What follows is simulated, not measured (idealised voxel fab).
Process module in this document: voxel self aligned vias
cross-section cut | 225 nm wide | cells 5 nm
When this document writes out a cross-section, it uses a grid of square cells and lists it as bands, beginning at the top and moving down, with a band standing for one or more rows of cells. The band entry comprises the height of the band's top followed by the height of its bottom, expressed in nm, and subsequently the band's materials from left to right, each stated together with its width in nm. Where a single material is marked with the word "edge to edge", that material fills the band from edge to edge. The word "blank" represents empty space. Heights are expressed relative to 0, this being the level below which the as-received wafer comprises one material exclusively. The lowest band is unbounded in the downward direction and is denoted as in "from 0 down". It should be noted that a width expressed as "30->40" varies in equal increments from row to row of cells within the band, taking the value of the first number at the top row and that of the second number at the bottom row. Key: "nothing was modified" - step with no changed cell in the cross-section. "Closed cavities": empty spaces of 8 cells or more with no open way to the top, each given as width x height at distance, distance from the left edge, all in nm. The remark found on a step's line after its settings is issued by the simulator itself and pertains to that step. Regarding "overlay nm": on a step with a mask, it is the distance the mask lay to the right of its planned place; a negative value places it to the left. Note: before/after cross-section pairs follow, one process step per pair, after-side truncated at the lowest changed band, step and settings given beneath. Different runs of this module on the same starting wafer may supply the pairs; a pair continues the one above only where the "Pre-step profile" entry says so.
Pre-step profile
  from 0 down: Si edge to edge
  Closed cavities: none
Post-Process View
  from 15 to 0: SiO2 edge to edge
  Below a height of 0, the structure has not been altered.
  Closed cavities: none
Process step (between the before and after cross-sections above): CONFORMAL_DEP, material SiO2, thk nm 15
Pre-step profile: look at the pair above, its after cross-section is where this step starts.
Post-Process View
  from 20 to 15: SiCN edge to edge
  Below a height of 15, the structure has not been altered.
  Closed cavities: none
Process step (between the before and after cross-sections above): CONFORMAL_DEP, material SiCN, thk nm 5
Pre-step profile: look at the pair above, its after cross-section is where this step starts.
Post-Process View
  from 40 to 20: SiO2 edge to edge
  Below a height of 20, the structure has not been altered.
  Closed cavities: none
Process step (between the before and after cross-sections above): DIRECTIONAL_DEP, material SiO2, thk nm 20
Pre-step profile: look at the pair above, its after cross-section is where this step starts.
Post-Process View
  from 60 to 40: resist 50, then blank 20, then resist 30, then blank 20, then resist 30, then blank 20, then resist 55
  Below a height of 40, the structure has not been altered.
  Closed cavities: none
Process step (between the before and after cross-sections above): PATTERN, tone open, mask id LINES, material resist, width nm 20, pitch nm 50, thk nm 20, overlay nm 0
Pre-step profile: look at the pair above, its after cross-section is where this step starts.
Post-Process View
  from 60 to 40: resist 50, then blank 20, then resist 30, then blank 20, then resist 30, then blank 20, then resist 55
  from 40 to 20: SiO2 50, then blank 20, then SiO2 30, then blank 20, then SiO2 30, then blank 20, then SiO2 55
  Below a height of 20, the structure has not been altered.
  Closed cavities: none
Process step (between the before and after cross-sections above): DIRECTIONAL_ETCH, etch materials SiO2, depth nm 20
Pre-step profile: look at the pair above, its after cross-section is where this step starts.
Post-Process View
  from 40 to 20: SiO2 50, then blank 20, then SiO2 30, then blank 20, then SiO2 30, then blank 20, then SiO2 55
  Below a height of 20, the structure has not been altered.
  Closed cavities: none
Process step (between the before and after cross-sections above): STRIP, etch materials resist
Pre-step profile: look at the pair above, its after cross-section is where this step starts.
Post-Process View
  from 45 to 40: TiN 55, then blank 10, then TiN 40, then blank 10, then TiN 40, then blank 10, then TiN 60
  from 40 to 25: SiO2 50, then TiN 5, then blank 10, then TiN 5, then SiO2 30, then TiN 5, then blank 10, then TiN 5, then SiO2 30, then TiN 5, then blank 10, then TiN 5, then SiO2 55
  from 25 to 20: SiO2 50, then TiN 20, then SiO2 30, then TiN 20, then SiO2 30, then TiN 20, then SiO2 55
  Below a height of 20, the structure has not been altered.
  Closed cavities: none
Process step (between the before and after cross-sections above): CONFORMAL_DEP, material TiN, thk nm 5
Pre-step profile: look at the pair above, its after cross-section is where this step starts.
Post-Process View
  from 50 to 45: Ru edge to edge
  from 45 to 40: TiN 55, then Ru 10, then TiN 40, then Ru 10, then TiN 40, then Ru 10, then TiN 60
  from 40 to 25: SiO2 50, then TiN 5, then Ru 10, then TiN 5, then SiO2 30, then TiN 5, then Ru 10, then TiN 5, then SiO2 30, then TiN 5, then Ru 10, then TiN 5, then SiO2 55
  Below a height of 25, the structure has not been altered.
  Closed cavities: none
Process step (between the before and after cross-sections above): FILL_DEP, material Ru, thk nm 5
Pre-step profile: look at the pair above, its after cross-section is where this step starts.
Post-Process View
  from 40 to 25: SiO2 50, then TiN 5, then Ru 10, then TiN 5, then SiO2 30, then TiN 5, then Ru 10, then TiN 5, then SiO2 30, then TiN 5, then Ru 10, then TiN 5, then SiO2 55
  Below a height of 25, the structure has not been altered.
  Closed cavities: none
Process step (between the before and after cross-sections above): CMP, height nm 40
Pre-step profile: look at the pair above, its after cross-section is where this step starts.
Post-Process View
  from 40 to 35: SiO2 50, then blank 20, then SiO2 30, then blank 20, then SiO2 30, then blank 20, then SiO2 55
  Below a height of 35, the structure has not been altered.
  Closed cavities: none
Process step (between the before and after cross-sections above): SELECTIVE_ETCH, etch materials W Ru TiN, depth nm 5
Pre-step profile: look at the pair above, its after cross-section is where this step starts.
Post-Process View
  from 45 to 40: SiN edge to edge
  from 40 to 35: SiO2 50, then SiN 20, then SiO2 30, then SiN 20, then SiO2 30, then SiN 20, then SiO2 55
  Below a height of 35, the structure has not been altered.
  Closed cavities: none
Process step (between the before and after cross-sections above): FILL_DEP, material SiN, thk nm 5
Pre-step profile: look at the pair above, its after cross-section is where this step starts.
Post-Process View
  from 40 to 35: SiO2 50, then SiN 20, then SiO2 30, then SiN 20, then SiO2 30, then SiN 20, then SiO2 55
  Below a height of 35, the structure has not been altered.
  Closed cavities: none
Process step (between the before and after cross-sections above): CMP, height nm 40
Pre-step profile: look at the pair above, its after cross-section is where this step starts.
Post-Process View
  from 55 to 40: SiO2 edge to edge
  Below a height of 40, the structure has not been altered.
  Closed cavities: none
Process step (between the before and after cross-sections above): DIRECTIONAL_DEP, material SiO2, thk nm 15
Pre-step profile: look at the pair above, its after cross-section is where this step starts.
Post-Process View
  from 65 to 55: aC edge to edge
  Below a height of 55, the structure has not been altered.
  Closed cavities: none
Process step (between the before and after cross-sections above): DIRECTIONAL_DEP, material aC, thk nm 10
Pre-step profile: look at the pair above, its after cross-section is where this step starts.
Post-Process View
  from 90 to 65: resist 45, then blank 30, then resist 20, then blank 30, then resist 20, then blank 30, then resist 50
  Below a height of 65, the structure has not been altered.
  Closed cavities: none
Process step (between the before and after cross-sections above): PATTERN, tone open, mask id VIAS, material resist, width nm 30, pitch nm 50, thk nm 25, overlay nm 0
Pre-step profile: look at the pair above, its after cross-section is where this step starts.
Post-Process View
  from 80 to 65: resist 45, then blank 30, then resist 20, then blank 30, then resist 20, then blank 30, then resist 50
  from 65 to 55: aC 45, then blank 30, then aC 20, then blank 30, then aC 20, then blank 30, then aC 50
  Below a height of 55, the structure has not been altered.
  Closed cavities: none
Process step (between the before and after cross-sections above): DIRECTIONAL_ETCH, etch materials aC, depth nm 10
Pre-step profile: look at the pair above, its after cross-section is where this step starts.
Post-Process View
  from 65 to 55: aC 45, then blank 30, then aC 20, then blank 30, then aC 20, then blank 30, then aC 50
  Below a height of 55, the structure has not been altered.
  Closed cavities: none
Process step (between the before and after cross-sections above): STRIP, etch materials resist
Pre-step profile: look at the pair above, its after cross-section is where this step starts.
Post-Process View
  from 65 to 55: aC 45, then blank 30, then aC 20, then blank 30, then aC 20, then blank 30, then aC 50
  from 55 to 40: SiO2 45, then blank 30, then SiO2 20, then blank 30, then SiO2 20, then blank 30, then SiO2 50
  Below a height of 40, the structure has not been altered.
  Closed cavities: none
Process step (between the before and after cross-sections above): DIRECTIONAL_ETCH, etch materials SiO2, depth nm 15
Pre-step profile: look at the pair above, its after cross-section is where this step starts.
Post-Process View
  from 65 to 55: aC 45, then blank 30, then aC 20, then blank 30, then aC 20, then blank 30, then aC 50
  from 55 to 40: SiO2 45, then blank 30, then SiO2 20, then blank 30, then SiO2 20, then blank 30, then SiO2 50
  from 40 to 35: SiO2 50, then blank 20, then SiO2 30, then blank 20, then SiO2 30, then blank 20, then SiO2 55
  Below a height of 35, the structure has not been altered.
  Closed cavities: none
Process step (between the before and after cross-sections above): DIRECTIONAL_ETCH, etch materials SiN, depth nm 5
Pre-step profile: look at the pair above, its after cross-section is where this step starts.
Post-Process View
  from 55 to 40: SiO2 45, then blank 30, then SiO2 20, then blank 30, then SiO2 20, then blank 30, then SiO2 50
  Below a height of 40, the structure has not been altered.
  Closed cavities: none
Process step (between the before and after cross-sections above): STRIP, etch materials aC
Pre-step profile: look at the pair above, its after cross-section is where this step starts.
Post-Process View
  from 60 to 55: TiN 50, then blank 20, then TiN 30, then blank 20, then TiN 30, then blank 20, then TiN 55
  from 55 to 45: SiO2 45, then TiN 5, then blank 20, then TiN 5, then SiO2 20, then TiN 5, then blank 20, then TiN 5, then SiO2 20, then TiN 5, then blank 20, then TiN 5, then SiO2 50
  from 45 to 40: SiO2 45, then TiN 10, then blank 10, then TiN 10, then SiO2 20, then TiN 10, then blank 10, then TiN 10, then SiO2 20, then TiN 10, then blank 10, then TiN 10, then SiO2 50
  from 40 to 35: SiO2 50, then TiN 20, then SiO2 30, then TiN 20, then SiO2 30, then TiN 20, then SiO2 55
  Below a height of 35, the structure has not been altered.
  Closed cavities: none
Process step (between the before and after cross-sections above): CONFORMAL_DEP, material TiN, thk nm 5
Pre-step profile: look at the pair above, its after cross-section is where this step starts.
Post-Process View
  from 65 to 60: Ru edge to edge
  from 60 to 55: TiN 50, then Ru 20, then TiN 30, then Ru 20, then TiN 30, then Ru 20, then TiN 55
  from 55 to 45: SiO2 45, then TiN 5, then Ru 20, then TiN 5, then SiO2 20, then TiN 5, then Ru 20, then TiN 5, then SiO2 20, then TiN 5, then Ru 20, then TiN 5, then SiO2 50
  from 45 to 40: SiO2 45, then TiN 10, then Ru 10, then TiN 10, then SiO2 20, then TiN 10, then Ru 10, then TiN 10, then SiO2 20, then TiN 10, then Ru 10, then TiN 10, then SiO2 50
  Below a height of 40, the structure has not been altered.
  Closed cavities: none
Process step (between the before and after cross-sections above): FILL_DEP, material Ru, thk nm 5
Pre-step profile: look at the pair above, its after cross-section is where this step starts.
Post-Process View
  from 55 to 45: SiO2 45, then TiN 5, then Ru 20, then TiN 5, then SiO2 20, then TiN 5, then Ru 20, then TiN 5, then SiO2 20, then TiN 5, then Ru 20, then TiN 5, then SiO2 50
  Below a height of 45, the structure has not been altered.
  Closed cavities: none
Process step (between the before and after cross-sections above): CMP, height nm 55
Pre-step profile: look at the pair above, its after cross-section is where this step starts.
Post-Process View
  from 60 to 55: SiN edge to edge
  Below a height of 55, the structure has not been altered.
  Closed cavities: none
Process step (between the before and after cross-sections above): CONFORMAL_DEP, material SiN, thk nm 5
Pre-step profile
  from 15 to 0: SiO2 edge to edge
  from 0 down: Si edge to edge
  Closed cavities: none
Post-Process View
  from 35 to 0: SiO2 edge to edge
  Below a height of 0, the structure has not been altered.
  Closed cavities: none
Process step (between the before and after cross-sections above): DIRECTIONAL_DEP, material SiO2, thk nm 20
Pre-step profile: look at the pair above, its after cross-section is where this step starts.
Post-Process View
  from 55 to 35: resist 50, then blank 20, then resist 30, then blank 20, then resist 30, then blank 20, then resist 55
  Below a height of 35, the structure has not been altered.
  Closed cavities: none
Process step (between the before and after cross-sections above): PATTERN, tone open, mask id LINES, material resist, width nm 20, pitch nm 50, thk nm 20, overlay nm 0
Pre-step profile: look at the pair above, its after cross-section is where this step starts.
Post-Process View
  from 55 to 35: resist 50, then blank 20, then resist 30, then blank 20, then resist 30, then blank 20, then resist 55
  from 35 to 15: SiO2 50, then blank 20, then SiO2 30, then blank 20, then SiO2 30, then blank 20, then SiO2 55
  Below a height of 15, the structure has not been altered.
  Closed cavities: none
Process step (between the before and after cross-sections above): DIRECTIONAL_ETCH, etch materials SiO2, depth nm 20
Pre-step profile: look at the pair above, its after cross-section is where this step starts.
Post-Process View
  from 35 to 15: SiO2 50, then blank 20, then SiO2 30, then blank 20, then SiO2 30, then blank 20, then SiO2 55
  Below a height of 15, the structure has not been altered.
  Closed cavities: none
Process step (between the before and after cross-sections above): STRIP, etch materials resist
Pre-step profile: look at the pair above, its after cross-section is where this step starts.
Post-Process View
  from 40 to 35: TiN 55, then blank 10, then TiN 40, then blank 10, then TiN 40, then blank 10, then TiN 60
  from 35 to 20: SiO2 50, then TiN 5, then blank 10, then TiN 5, then SiO2 30, then TiN 5, then blank 10, then TiN 5, then SiO2 30, then TiN 5, then blank 10, then TiN 5, then SiO2 55
  from 20 to 15: SiO2 50, then TiN 20, then SiO2 30, then TiN 20, then SiO2 30, then TiN 20, then SiO2 55
  Below a height of 15, the structure has not been altered.
  Closed cavities: none
Process step (between the before and after cross-sections above): CONFORMAL_DEP, material TiN, thk nm 5
Pre-step profile: look at the pair above, its after cross-section is where this step starts.
Post-Process View
  from 45 to 40: Ru edge to edge
  from 40 to 35: TiN 55, then Ru 10, then TiN 40, then Ru 10, then TiN 40, then Ru 10, then TiN 60
  from 35 to 20: SiO2 50, then TiN 5, then Ru 10, then TiN 5, then SiO2 30, then TiN 5, then Ru 10, then TiN 5, then SiO2 30, then TiN 5, then Ru 10, then TiN 5, then SiO2 55
  Below a height of 20, the structure has not been altered.
  Closed cavities: none
Process step (between the before and after cross-sections above): FILL_DEP, material Ru, thk nm 5
Pre-step profile: look at the pair above, its after cross-section is where this step starts.
Post-Process View
  from 40 to 35: TiN 55, then Ru 10, then TiN 40, then Ru 10, then TiN 40, then Ru 10, then TiN 60
  Below a height of 35, the structure has not been altered.
  Closed cavities: none
Process step (between the before and after cross-sections above): CMP, height nm 40
Pre-step profile: look at the pair above, its after cross-section is where this step starts.
Post-Process View
  from 35 to 20: SiO2 50, then TiN 5, then Ru 10, then TiN 5, then SiO2 30, then TiN 5, then Ru 10, then TiN 5, then SiO2 30, then TiN 5, then Ru 10, then TiN 5, then SiO2 55
  Below a height of 20, the structure has not been altered.
  Closed cavities: none
Process step (between the before and after cross-sections above): SELECTIVE_ETCH, etch materials W Ru TiN, depth nm 5
Pre-step profile: look at the pair above, its after cross-section is where this step starts.
Post-Process View
  from 40 to 35: SiN edge to edge
  Below a height of 35, the structure has not been altered.
  Closed cavities: none
Process step (between the before and after cross-sections above): FILL_DEP, material SiN, thk nm 5
Pre-step profile: look at the pair above, its after cross-section is where this step starts.
Post-Process View
  from 55 to 40: SiO2 edge to edge
  Below a height of 40, the structure has not been altered.
  Closed cavities: none
Process step (between the before and after cross-sections above): DIRECTIONAL_DEP, material SiO2, thk nm 15
Pre-step profile: look at the pair above, its after cross-section is where this step starts.
Post-Process View
  from 65 to 55: aC edge to edge
  Below a height of 55, the structure has not been altered.
  Closed cavities: none
Process step (between the before and after cross-sections above): DIRECTIONAL_DEP, material aC, thk nm 10
Pre-step profile: look at the pair above, its after cross-section is where this step starts.
Post-Process View
  from 90 to 65: resist 45, then blank 30, then resist 20, then blank 30, then resist 20, then blank 30, then resist 50
  Below a height of 65, the structure has not been altered.
  Closed cavities: none
Process step (between the before and after cross-sections above): PATTERN, tone open, mask id VIAS, material resist, width nm 30, pitch nm 50, thk nm 25, overlay nm 0
Pre-step profile: look at the pair above, its after cross-section is where this step starts.
Post-Process View
  from 80 to 65: resist 45, then blank 30, then resist 20, then blank 30, then resist 20, then blank 30, then resist 50
  from 65 to 55: aC 45, then blank 30, then aC 20, then blank 30, then aC 20, then blank 30, then aC 50
  Below a height of 55, the structure has not been altered.
  Closed cavities: none
Process step (between the before and after cross-sections above): DIRECTIONAL_ETCH, etch materials aC, depth nm 10
Pre-step profile: look at the pair above, its after cross-section is where this step starts.
Post-Process View
  from 65 to 55: aC 45, then blank 30, then aC 20, then blank 30, then aC 20, then blank 30, then aC 50
  Below a height of 55, the structure has not been altered.
  Closed cavities: none
Process step (between the before and after cross-sections above): STRIP, etch materials resist
Pre-step profile: look at the pair above, its after cross-section is where this step starts.
Post-Process View
  from 65 to 55: aC 45, then blank 30, then aC 20, then blank 30, then aC 20, then blank 30, then aC 50
  from 55 to 40: SiO2 45, then blank 30, then SiO2 20, then blank 30, then SiO2 20, then blank 30, then SiO2 50
  Below a height of 40, the structure has not been altered.
  Closed cavities: none
Process step (between the before and after cross-sections above): DIRECTIONAL_ETCH, etch materials SiO2, depth nm 15
Pre-step profile: look at the pair above, its after cross-section is where this step starts.
Post-Process View
  from 65 to 55: aC 45, then blank 30, then aC 20, then blank 30, then aC 20, then blank 30, then aC 50
  from 55 to 40: SiO2 45, then blank 30, then SiO2 20, then blank 30, then SiO2 20, then blank 30, then SiO2 50
  from 40 to 35: SiN 45, then blank 30, then SiN 20, then blank 30, then SiN 20, then blank 30, then SiN 50
  Below a height of 35, the structure has not been altered.
  Closed cavities: none
Process step (between the before and after cross-sections above): DIRECTIONAL_ETCH, etch materials SiN, depth nm 5
Pre-step profile: look at the pair above, its after cross-section is where this step starts.
Post-Process View
  from 55 to 40: SiO2 45, then blank 30, then SiO2 20, then blank 30, then SiO2 20, then blank 30, then SiO2 50
  Below a height of 40, the structure has not been altered.
  Closed cavities: none
Process step (between the before and after cross-sections above): STRIP, etch materials aC
Pre-step profile: look at the pair above, its after cross-section is where this step starts.
Post-Process View
  from 60 to 55: TiN 50, then blank 20, then TiN 30, then blank 20, then TiN 30, then blank 20, then TiN 55
  from 55 to 40: SiO2 45, then TiN 5, then blank 20, then TiN 5, then SiO2 20, then TiN 5, then blank 20, then TiN 5, then SiO2 20, then TiN 5, then blank 20, then TiN 5, then SiO2 50
  from 40 to 35: SiN 45, then TiN 30, then SiN 20, then TiN 30, then SiN 20, then TiN 30, then SiN 50
  Below a height of 35, the structure has not been altered.
  Closed cavities: none
Process step (between the before and after cross-sections above): CONFORMAL_DEP, material TiN, thk nm 5
Pre-step profile: look at the pair above, its after cross-section is where this step starts.
Post-Process View
  from 65 to 60: Ru edge to edge
  from 60 to 55: TiN 50, then Ru 20, then TiN 30, then Ru 20, then TiN 30, then Ru 20, then TiN 55
  from 55 to 40: SiO2 45, then TiN 5, then Ru 20, then TiN 5, then SiO2 20, then TiN 5, then Ru 20, then TiN 5, then SiO2 20, then TiN 5, then Ru 20, then TiN 5, then SiO2 50
  Below a height of 40, the structure has not been altered.
  Closed cavities: none
Process step (between the before and after cross-sections above): FILL_DEP, material Ru, thk nm 5
Pre-step profile: look at the pair above, its after cross-section is where this step starts.
Post-Process View
  from 55 to 40: SiO2 45, then TiN 5, then Ru 20, then TiN 5, then SiO2 20, then TiN 5, then Ru 20, then TiN 5, then SiO2 20, then TiN 5, then Ru 20, then TiN 5, then SiO2 50
  Below a height of 40, the structure has not been altered.
  Closed cavities: none
Process step (between the before and after cross-sections above): CMP, height nm 55
Pre-step profile: look at the pair above, its after cross-section is where this step starts.
Post-Process View
  from 60 to 55: SiN edge to edge
  Below a height of 55, the structure has not been altered.
  Closed cavities: none
Process step (between the before and after cross-sections above): CONFORMAL_DEP, material SiN, thk nm 5
Pre-step profile
  from 65 to 55: aC 45, then blank 30, then aC 20, then blank 30, then aC 20, then blank 30, then aC 50
  from 55 to 40: SiO2 45, then blank 30, then SiO2 20, then blank 30, then SiO2 20, then blank 30, then SiO2 50
  from 40 to 35: SiO2 50, then SiN 20, then SiO2 30, then SiN 20, then SiO2 30, then SiN 20, then SiO2 55
  from 35 to 25: SiO2 50, then TiN 5, then Ru 10, then TiN 5, then SiO2 30, then TiN 5, then Ru 10, then TiN 5, then SiO2 30, then TiN 5, then Ru 10, then TiN 5, then SiO2 55
  from 25 to 20: SiO2 50, then TiN 20, then SiO2 30, then TiN 20, then SiO2 30, then TiN 20, then SiO2 55
  from 20 to 15: SiCN edge to edge
  from 15 to 0: SiO2 edge to edge
  from 0 down: Si edge to edge
  Closed cavities: none
Post-Process View
  from 65 to 55: aC 45, then blank 30, then aC 20, then blank 30, then aC 20, then blank 30, then aC 50
  from 55 to 40: SiO2 45, then blank 30, then SiO2 20, then blank 30, then SiO2 20, then blank 30, then SiO2 50
  from 40 to 35: SiO2 45, then blank 5, then SiN 20, then blank 5, then SiO2 20, then blank 5, then SiN 20, then blank 5, then SiO2 20, then blank 5, then SiN 20, then blank 5, then SiO2 50
  from 35 to 25: SiO2 45, then blank 5, then TiN 5, then Ru 10, then TiN 5, then blank 5, then SiO2 20, then blank 5, then TiN 5, then Ru 10, then TiN 5, then blank 5, then SiO2 20, then blank 5, then TiN 5, then Ru 10, then TiN 5, then blank 5, then SiO2 50
  Below a height of 25, the structure has not been altered.
  Closed cavities: none
Process step (between the before and after cross-sections above): DIRECTIONAL_ETCH, etch materials SiO2, depth nm 15
Pre-step profile: look at the pair above, its after cross-section is where this step starts.
Post-Process View
  from 65 to 55: aC 45, then blank 30, then aC 20, then blank 30, then aC 20, then blank 30, then aC 50
  from 55 to 35: SiO2 45, then blank 30, then SiO2 20, then blank 30, then SiO2 20, then blank 30, then SiO2 50
  Below a height of 35, the structure has not been altered.
  Closed cavities: none
Process step (between the before and after cross-sections above): DIRECTIONAL_ETCH, etch materials SiN, depth nm 5
Pre-step profile: look at the pair above, its after cross-section is where this step starts.
Post-Process View
  from 55 to 35: SiO2 45, then blank 30, then SiO2 20, then blank 30, then SiO2 20, then blank 30, then SiO2 50
  Below a height of 35, the structure has not been altered.
  Closed cavities: none
Process step (between the before and after cross-sections above): STRIP, etch materials aC
Pre-step profile: look at the pair above, its after cross-section is where this step starts.
Post-Process View
  from 60 to 55: TiN 50, then blank 20, then TiN 30, then blank 20, then TiN 30, then blank 20, then TiN 55
  from 55 to 40: SiO2 45, then TiN 5, then blank 20, then TiN 5, then SiO2 20, then TiN 5, then blank 20, then TiN 5, then SiO2 20, then TiN 5, then blank 20, then TiN 5, then SiO2 50
  from 40 to 35: SiO2 45, then TiN 30, then SiO2 20, then TiN 30, then SiO2 20, then TiN 30, then SiO2 50
  from 35 to 25: SiO2 45, then TiN 10, then Ru 10, then TiN 10, then SiO2 20, then TiN 10, then Ru 10, then TiN 10, then SiO2 20, then TiN 10, then Ru 10, then TiN 10, then SiO2 50
  Below a height of 25, the structure has not been altered.
  Closed cavities: none
Process step (between the before and after cross-sections above): CONFORMAL_DEP, material TiN, thk nm 5
Pre-step profile: look at the pair above, its after cross-section is where this step starts.
Post-Process View
  from 65 to 60: Ru edge to edge
  from 60 to 55: TiN 50, then Ru 20, then TiN 30, then Ru 20, then TiN 30, then Ru 20, then TiN 55
  from 55 to 40: SiO2 45, then TiN 5, then Ru 20, then TiN 5, then SiO2 20, then TiN 5, then Ru 20, then TiN 5, then SiO2 20, then TiN 5, then Ru 20, then TiN 5, then SiO2 50
  Below a height of 40, the structure has not been altered.
  Closed cavities: none
Process step (between the before and after cross-sections above): FILL_DEP, material Ru, thk nm 5
Pre-step profile: look at the pair above, its after cross-section is where this step starts.
Post-Process View
  from 55 to 40: SiO2 45, then TiN 5, then Ru 20, then TiN 5, then SiO2 20, then TiN 5, then Ru 20, then TiN 5, then SiO2 20, then TiN 5, then Ru 20, then TiN 5, then SiO2 50
  Below a height of 40, the structure has not been altered.
  Closed cavities: none
Process step (between the before and after cross-sections above): CMP, height nm 55
Pre-step profile: look at the pair above, its after cross-section is where this step starts.
Post-Process View
  from 60 to 55: SiN edge to edge
  Below a height of 55, the structure has not been altered.
  Closed cavities: none
Process step (between the before and after cross-sections above): CONFORMAL_DEP, material SiN, thk nm 5
Pre-step profile
  from 0 down: Si edge to edge
  Closed cavities: none
Post-Process View
  from 5 to 0: SiCN edge to edge
  Below a height of 0, the structure has not been altered.
  Closed cavities: none
Process step (between the before and after cross-sections above): CONFORMAL_DEP, material SiCN, thk nm 5
Pre-step profile: look at the pair above, its after cross-section is where this step starts.
Post-Process View
  from 20 to 5: SiO2 edge to edge
  Below a height of 5, the structure has not been altered.
  Closed cavities: none
Process step (between the before and after cross-sections above): CONFORMAL_DEP, material SiO2, thk nm 15
Pre-step profile: look at the pair above, its after cross-section is where this step starts.
Post-Process View
  from 40 to 5: SiO2 edge to edge
  Below a height of 5, the structure has not been altered.
  Closed cavities: none
Process step (between the before and after cross-sections above): DIRECTIONAL_DEP, material SiO2, thk nm 20
Pre-step profile: look at the pair above, its after cross-section is where this step starts.
Post-Process View
  from 60 to 40: resist 50, then blank 20, then resist 30, then blank 20, then resist 30, then blank 20, then resist 55
  Below a height of 40, the structure has not been altered.
  Closed cavities: none
Process step (between the before and after cross-sections above): PATTERN, tone open, mask id LINES, material resist, width nm 20, pitch nm 50, thk nm 20, overlay nm 0
Pre-step profile: look at the pair above, its after cross-section is where this step starts.
Post-Process View
  from 60 to 40: resist 50, then blank 20, then resist 30, then blank 20, then resist 30, then blank 20, then resist 55
  from 40 to 20: SiO2 50, then blank 20, then SiO2 30, then blank 20, then SiO2 30, then blank 20, then SiO2 55
  Below a height of 20, the structure has not been altered.
  Closed cavities: none
Process step (between the before and after cross-sections above): DIRECTIONAL_ETCH, etch materials SiO2, depth nm 20
Pre-step profile: look at the pair above, its after cross-section is where this step starts.
Post-Process View
  from 40 to 20: SiO2 50, then blank 20, then SiO2 30, then blank 20, then SiO2 30, then blank 20, then SiO2 55
  Below a height of 20, the structure has not been altered.
  Closed cavities: none
Process step (between the before and after cross-sections above): STRIP, etch materials resist
Pre-step profile: look at the pair above, its after cross-section is where this step starts.
Post-Process View
  from 45 to 40: TiN 55, then blank 10, then TiN 40, then blank 10, then TiN 40, then blank 10, then TiN 60
  from 40 to 25: SiO2 50, then TiN 5, then blank 10, then TiN 5, then SiO2 30, then TiN 5, then blank 10, then TiN 5, then SiO2 30, then TiN 5, then blank 10, then TiN 5, then SiO2 55
  from 25 to 20: SiO2 50, then TiN 20, then SiO2 30, then TiN 20, then SiO2 30, then TiN 20, then SiO2 55
  Below a height of 20, the structure has not been altered.
  Closed cavities: none
Process step (between the before and after cross-sections above): CONFORMAL_DEP, material TiN, thk nm 5
Pre-step profile: look at the pair above, its after cross-section is where this step starts.
Post-Process View
  from 50 to 45: Ru edge to edge
  from 45 to 40: TiN 55, then Ru 10, then TiN 40, then Ru 10, then TiN 40, then Ru 10, then TiN 60
  from 40 to 25: SiO2 50, then TiN 5, then Ru 10, then TiN 5, then SiO2 30, then TiN 5, then Ru 10, then TiN 5, then SiO2 30, then TiN 5, then Ru 10, then TiN 5, then SiO2 55
  Below a height of 25, the structure has not been altered.
  Closed cavities: none
Process step (between the before and after cross-sections above): FILL_DEP, material Ru, thk nm 5
Pre-step profile: look at the pair above, its after cross-section is where this step starts.
Post-Process View
  from 40 to 25: SiO2 50, then TiN 5, then Ru 10, then TiN 5, then SiO2 30, then TiN 5, then Ru 10, then TiN 5, then SiO2 30, then TiN 5, then Ru 10, then TiN 5, then SiO2 55
  Below a height of 25, the structure has not been altered.
  Closed cavities: none
Process step (between the before and after cross-sections above): CMP, height nm 40
Pre-step profile: look at the pair above, its after cross-section is where this step starts.
Post-Process View
  from 40 to 35: SiO2 50, then blank 20, then SiO2 30, then blank 20, then SiO2 30, then blank 20, then SiO2 55
  Below a height of 35, the structure has not been altered.
  Closed cavities: none
Process step (between the before and after cross-sections above): SELECTIVE_ETCH, etch materials W Ru TiN, depth nm 5
Pre-step profile: look at the pair above, its after cross-section is where this step starts.
Post-Process View
  from 45 to 40: SiN edge to edge
  from 40 to 35: SiO2 50, then SiN 20, then SiO2 30, then SiN 20, then SiO2 30, then SiN 20, then SiO2 55
  Below a height of 35, the structure has not been altered.
  Closed cavities: none
Process step (between the before and after cross-sections above): FILL_DEP, material SiN, thk nm 5
Pre-step profile: look at the pair above, its after cross-section is where this step starts.
Post-Process View
  from 40 to 35: SiO2 50, then SiN 20, then SiO2 30, then SiN 20, then SiO2 30, then SiN 20, then SiO2 55
  Below a height of 35, the structure has not been altered.
  Closed cavities: none
Process step (between the before and after cross-sections above): CMP, height nm 40
Pre-step profile: look at the pair above, its after cross-section is where this step starts.
Post-Process View
  from 55 to 40: SiO2 edge to edge
  Below a height of 40, the structure has not been altered.
  Closed cavities: none
Process step (between the before and after cross-sections above): DIRECTIONAL_DEP, material SiO2, thk nm 15
Pre-step profile: look at the pair above, its after cross-section is where this step starts.
Post-Process View
  from 65 to 55: aC edge to edge
  Below a height of 55, the structure has not been altered.
  Closed cavities: none
Process step (between the before and after cross-sections above): DIRECTIONAL_DEP, material aC, thk nm 10
Pre-step profile: look at the pair above, its after cross-section is where this step starts.
Post-Process View
  from 90 to 65: resist 45, then blank 30, then resist 20, then blank 30, then resist 20, then blank 30, then resist 50
  Below a height of 65, the structure has not been altered.
  Closed cavities: none
Process step (between the before and after cross-sections above): PATTERN, tone open, mask id VIAS, material resist, width nm 30, pitch nm 50, thk nm 25, overlay nm 0
Pre-step profile: look at the pair above, its after cross-section is where this step starts.
Post-Process View
  from 80 to 65: resist 45, then blank 30, then resist 20, then blank 30, then resist 20, then blank 30, then resist 50
  from 65 to 55: aC 45, then blank 30, then aC 20, then blank 30, then aC 20, then blank 30, then aC 50
  Below a height of 55, the structure has not been altered.
  Closed cavities: none
Process step (between the before and after cross-sections above): DIRECTIONAL_ETCH, etch materials aC, depth nm 10
Pre-step profile: look at the pair above, its after cross-section is where this step starts.
Post-Process View
  from 65 to 55: aC 45, then blank 30, then aC 20, then blank 30, then aC 20, then blank 30, then aC 50
  Below a height of 55, the structure has not been altered.
  Closed cavities: none
Process step (between the before and after cross-sections above): STRIP, etch materials resist
Pre-step profile: look at the pair above, its after cross-section is where this step starts.
Post-Process View
  from 65 to 55: aC 45, then blank 30, then aC 20, then blank 30, then aC 20, then blank 30, then aC 50
  from 55 to 40: SiO2 45, then blank 30, then SiO2 20, then blank 30, then SiO2 20, then blank 30, then SiO2 50
  Below a height of 40, the structure has not been altered.
  Closed cavities: none
Process step (between the before and after cross-sections above): DIRECTIONAL_ETCH, etch materials SiO2, depth nm 15
Pre-step profile: look at the pair above, its after cross-section is where this step starts.
Post-Process View
  from 65 to 55: aC 45, then blank 30, then aC 20, then blank 30, then aC 20, then blank 30, then aC 50
  from 55 to 40: SiO2 45, then blank 30, then SiO2 20, then blank 30, then SiO2 20, then blank 30, then SiO2 50
  from 40 to 35: SiO2 50, then blank 20, then SiO2 30, then blank 20, then SiO2 30, then blank 20, then SiO2 55
  Below a height of 35, the structure has not been altered.
  Closed cavities: none
Process step (between the before and after cross-sections above): DIRECTIONAL_ETCH, etch materials SiN, depth nm 5
